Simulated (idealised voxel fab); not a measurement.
This is a process module. Its name is voxel trench capacitor.
This is section cut - it's 210 nm across, gridded in 5 nm square cells.
Heads up, the way a cross-section reads in here is a grid of square cells, handed over as bands from the top down, with every band being one or more rows of cells. Basically the band line says how high the top is and how high the bottom is, in nm, and then what's in it from left to right, every material with its width in nm. Empty space shows up as "air", and if a single material carries "throughout" it runs the full band edge to edge. Measure heights from 0. That's the level where, below it, the as-received wafer is all one material. The lowest band is bottomless and extends downward; write it as in "0 -> down". Quick explanation for "30..40": the width changes in equal steps down the rows of cells, from the first number in the band's top row to the second number in its bottom row. When a step is marked "remains unaltered", none of the cells in the cross-section changed during that step. Entry "Closed-off voids" = empty spaces >= 8 cells with no open way to the top; each as width x height at distance, distance from left edge, all nm. Read whatever lies past the settings on a step's line as the simulator's own remark about the step. overlay nm: for a step with a mask, the amount by which the mask lay right of where it was planned; a negative amount means left of it.

Listed below are the process steps as planned
1. RECEIVE | material Si
2. CONFORMAL_DEP | material SiN | thk nm 5
3. MASKED_ETCH | tone open | mask id TRENCH | width nm 30 | pitch nm 60 | etch materials SiN | depth nm 5 | overlay nm 0
4. MASKED_ETCH | tone open | mask id TRENCH | width nm 30 | pitch nm 60 | etch materials Si | depth nm 30 | overlay nm 0
5. CONFORMAL_DEP | material Al2O3 | thk nm 5
6. CONFORMAL_DEP | material TiN | thk nm 5
7. FILL_DEP | material W | thk nm 10
8. CMP | height nm 5

Below: the first of two wafers, run as planned

Shown in cross-section is the wafer as received, that is, as it stands after step 1
0 -> down | Si throughout
Closed-off voids: none

After step 2
5 -> 0 | SiN throughout
Anything lower than 0 is untouched.

After step 3
5 -> 0 | SiN 30 nm | air 30 nm | SiN 30 nm | air 30 nm | SiN 30 nm | air 30 nm | SiN 30 nm
Anything lower than 0 is untouched.

After step 4
5 -> 0 | SiN 30 nm | air 30 nm | SiN 30 nm | air 30 nm | SiN 30 nm | air 30 nm | SiN 30 nm
0 -> -30 | Si 30 nm | air 30 nm | Si 30 nm | air 30 nm | Si 30 nm | air 30 nm | Si 30 nm
Anything lower than -30 is untouched.

After step 5
10 -> 5 | Al2O3 35 nm | air 20 nm | Al2O3 40 nm | air 20 nm | Al2O3 40 nm | air 20 nm | Al2O3 35 nm
5 -> 0 | SiN 30 nm | Al2O3 5 nm | air 20 nm | Al2O3 5 nm | SiN 30 nm | Al2O3 5 nm | air 20 nm | Al2O3 5 nm | SiN 30 nm | Al2O3 5 nm | air 20 nm | Al2O3 5 nm | SiN 30 nm
0 -> -25 | Si 30 nm | Al2O3 5 nm | air 20 nm | Al2O3 5 nm | Si 30 nm | Al2O3 5 nm | air 20 nm | Al2O3 5 nm | Si 30 nm | Al2O3 5 nm | air 20 nm | Al2O3 5 nm | Si 30 nm
-25 -> -30 | Si 30 nm | Al2O3 30 nm | Si 30 nm | Al2O3 30 nm | Si 30 nm | Al2O3 30 nm | Si 30 nm
Anything lower than -30 is untouched.

After step 6
15 -> 10 | TiN 40 nm | air 10 nm | TiN 50 nm | air 10 nm | TiN 50 nm | air 10 nm | TiN 40 nm
10 -> 5 | Al2O3 35 nm | TiN 5 nm | air 10 nm | TiN 5 nm | Al2O3 40 nm | TiN 5 nm | air 10 nm | TiN 5 nm | Al2O3 40 nm | TiN 5 nm | air 10 nm | TiN 5 nm | Al2O3 35 nm
5 -> 0 | SiN 30 nm | Al2O3 5 nm | TiN 5 nm | air 10 nm | TiN 5 nm | Al2O3 5 nm | SiN 30 nm | Al2O3 5 nm | TiN 5 nm | air 10 nm | TiN 5 nm | Al2O3 5 nm | SiN 30 nm | Al2O3 5 nm | TiN 5 nm | air 10 nm | TiN 5 nm | Al2O3 5 nm | SiN 30 nm
0 -> -20 | Si 30 nm | Al2O3 5 nm | TiN 5 nm | air 10 nm | TiN 5 nm | Al2O3 5 nm | Si 30 nm | Al2O3 5 nm | TiN 5 nm | air 10 nm | TiN 5 nm | Al2O3 5 nm | Si 30 nm | Al2O3 5 nm | TiN 5 nm | air 10 nm | TiN 5 nm | Al2O3 5 nm | Si 30 nm
-20 -> -25 | Si 30 nm | Al2O3 5 nm | TiN 20 nm | Al2O3 5 nm | Si 30 nm | Al2O3 5 nm | TiN 20 nm | Al2O3 5 nm | Si 30 nm | Al2O3 5 nm | TiN 20 nm | Al2O3 5 nm | Si 30 nm
Anything lower than -25 is untouched.

After step 7
25 -> 15 | W throughout
15 -> 10 | TiN 40 nm | W 10 nm | TiN 50 nm | W 10 nm | TiN 50 nm | W 10 nm | TiN 40 nm
10 -> 5 | Al2O3 35 nm | TiN 5 nm | W 10 nm | TiN 5 nm | Al2O3 40 nm | TiN 5 nm | W 10 nm | TiN 5 nm | Al2O3 40 nm | TiN 5 nm | W 10 nm | TiN 5 nm | Al2O3 35 nm
5 -> 0 | SiN 30 nm | Al2O3 5 nm | TiN 5 nm | W 10 nm | TiN 5 nm | Al2O3 5 nm | SiN 30 nm | Al2O3 5 nm | TiN 5 nm | W 10 nm | TiN 5 nm | Al2O3 5 nm | SiN 30 nm | Al2O3 5 nm | TiN 5 nm | W 10 nm | TiN 5 nm | Al2O3 5 nm | SiN 30 nm
0 -> -20 | Si 30 nm | Al2O3 5 nm | TiN 5 nm | W 10 nm | TiN 5 nm | Al2O3 5 nm | Si 30 nm | Al2O3 5 nm | TiN 5 nm | W 10 nm | TiN 5 nm | Al2O3 5 nm | Si 30 nm | Al2O3 5 nm | TiN 5 nm | W 10 nm | TiN 5 nm | Al2O3 5 nm | Si 30 nm
Anything lower than -20 is untouched.

After step 8
5 -> 0 | SiN 30 nm | Al2O3 5 nm | TiN 5 nm | W 10 nm | TiN 5 nm | Al2O3 5 nm | SiN 30 nm | Al2O3 5 nm | TiN 5 nm | W 10 nm | TiN 5 nm | Al2O3 5 nm | SiN 30 nm | Al2O3 5 nm | TiN 5 nm | W 10 nm | TiN 5 nm | Al2O3 5 nm | SiN 30 nm
Anything lower than 0 is untouched.

It is to be noted that the second wafer proceeded from the same initial state and according to the same plan as the first, although one mistake was committed in its execution; through step 2, inclusive, the two wafers share an identical history

When step 3 should have ended
5 -> 0 | SiN 25 nm | air 30 nm | SiN 30 nm | air 30 nm | SiN 30 nm | air 30 nm | SiN 35 nm
Anything lower than 0 is untouched.

When step 4 should have ended
5 -> 0 | SiN 25 nm | air 30 nm | SiN 30 nm | air 30 nm | SiN 30 nm | air 30 nm | SiN 35 nm
0 -> -30 | Si 30 nm | air 25 nm | Si 35 nm | air 25 nm | Si 35 nm | air 25 nm | Si 35 nm
Anything lower than -30 is untouched.

When step 5 should have ended
10 -> 5 | Al2O3 30 nm | air 20 nm | Al2O3 40 nm | air 20 nm | Al2O3 40 nm | air 20 nm | Al2O3 40 nm
5 -> 0 | SiN 25 nm | Al2O3 10 nm | air 15 nm | Al2O3 5 nm | SiN 30 nm | Al2O3 10 nm | air 15 nm | Al2O3 5 nm | SiN 30 nm | Al2O3 10 nm | air 15 nm | Al2O3 5 nm | SiN 35 nm
0 -> -25 | Si 30 nm | Al2O3 5 nm | air 15 nm | Al2O3 5 nm | Si 35 nm | Al2O3 5 nm | air 15 nm | Al2O3 5 nm | Si 35 nm | Al2O3 5 nm | air 15 nm | Al2O3 5 nm | Si 35 nm
-25 -> -30 | Si 30 nm | Al2O3 25 nm | Si 35 nm | Al2O3 25 nm | Si 35 nm | Al2O3 25 nm | Si 35 nm
Anything lower than -30 is untouched.

When step 6 should have ended
15 -> 10 | TiN 35 nm | air 10 nm | TiN 50 nm | air 10 nm | TiN 50 nm | air 10 nm | TiN 45 nm
10 -> 5 | Al2O3 30 nm | TiN 10 nm | air 5 nm | TiN 5 nm | Al2O3 40 nm | TiN 10 nm | air 5 nm | TiN 5 nm | Al2O3 40 nm | TiN 10 nm | air 5 nm | TiN 5 nm | Al2O3 40 nm
5 -> 0 | SiN 25 nm | Al2O3 10 nm | TiN 5 nm | air 5 nm | TiN 5 nm | Al2O3 5 nm | SiN 30 nm | Al2O3 10 nm | TiN 5 nm | air 5 nm | TiN 5 nm | Al2O3 5 nm | SiN 30 nm | Al2O3 10 nm | TiN 5 nm | air 5 nm | TiN 5 nm | Al2O3 5 nm | SiN 35 nm
0 -> -20 | Si 30 nm | Al2O3 5 nm | TiN 5 nm | air 5 nm | TiN 5 nm | Al2O3 5 nm | Si 35 nm | Al2O3 5 nm | TiN 5 nm | air 5 nm | TiN 5 nm | Al2O3 5 nm | Si 35 nm | Al2O3 5 nm | TiN 5 nm | air 5 nm | TiN 5 nm | Al2O3 5 nm | Si 35 nm
-20 -> -25 | Si 30 nm | Al2O3 5 nm | TiN 15 nm | Al2O3 5 nm | Si 35 nm | Al2O3 5 nm | TiN 15 nm | Al2O3 5 nm | Si 35 nm | Al2O3 5 nm | TiN 15 nm | Al2O3 5 nm | Si 35 nm
Anything lower than -25 is untouched.

When step 7 should have ended
25 -> 15 | W throughout
15 -> 10 | TiN 35 nm | W 10 nm | TiN 50 nm | W 10 nm | TiN 50 nm | W 10 nm | TiN 45 nm
10 -> 5 | Al2O3 30 nm | TiN 10 nm | W 5 nm | TiN 5 nm | Al2O3 40 nm | TiN 10 nm | W 5 nm | TiN 5 nm | Al2O3 40 nm | TiN 10 nm | W 5 nm | TiN 5 nm | Al2O3 40 nm
5 -> 0 | SiN 25 nm | Al2O3 10 nm | TiN 5 nm | W 5 nm | TiN 5 nm | Al2O3 5 nm | SiN 30 nm | Al2O3 10 nm | TiN 5 nm | W 5 nm | TiN 5 nm | Al2O3 5 nm | SiN 30 nm | Al2O3 10 nm | TiN 5 nm | W 5 nm | TiN 5 nm | Al2O3 5 nm | SiN 35 nm
0 -> -20 | Si 30 nm | Al2O3 5 nm | TiN 5 nm | W 5 nm | TiN 5 nm | Al2O3 5 nm | Si 35 nm | Al2O3 5 nm | TiN 5 nm | W 5 nm | TiN 5 nm | Al2O3 5 nm | Si 35 nm | Al2O3 5 nm | TiN 5 nm | W 5 nm | TiN 5 nm | Al2O3 5 nm | Si 35 nm
Anything lower than -20 is untouched.

When step 8 should have ended
5 -> 0 | SiN 25 nm | Al2O3 10 nm | TiN 5 nm | W 5 nm | TiN 5 nm | Al2O3 5 nm | SiN 30 nm | Al2O3 10 nm | TiN 5 nm | W 5 nm | TiN 5 nm | Al2O3 5 nm | SiN 30 nm | Al2O3 10 nm | TiN 5 nm | W 5 nm | TiN 5 nm | Al2O3 5 nm | SiN 35 nm
Anything lower than 0 is untouched.
Against the plan, the run slipped here: so step 3 ended up running with a different setting than we planned, it ran as MASKED_ETCH | tone open | mask id TRENCH | width nm 30 | pitch nm 60 | etch materials SiN | depth nm 5 | overlay nm -5
The second wafer ends with more or fewer cells of some materials than the first, per final count: 18 more of Si; 3 fewer of TiN; 15 fewer of W
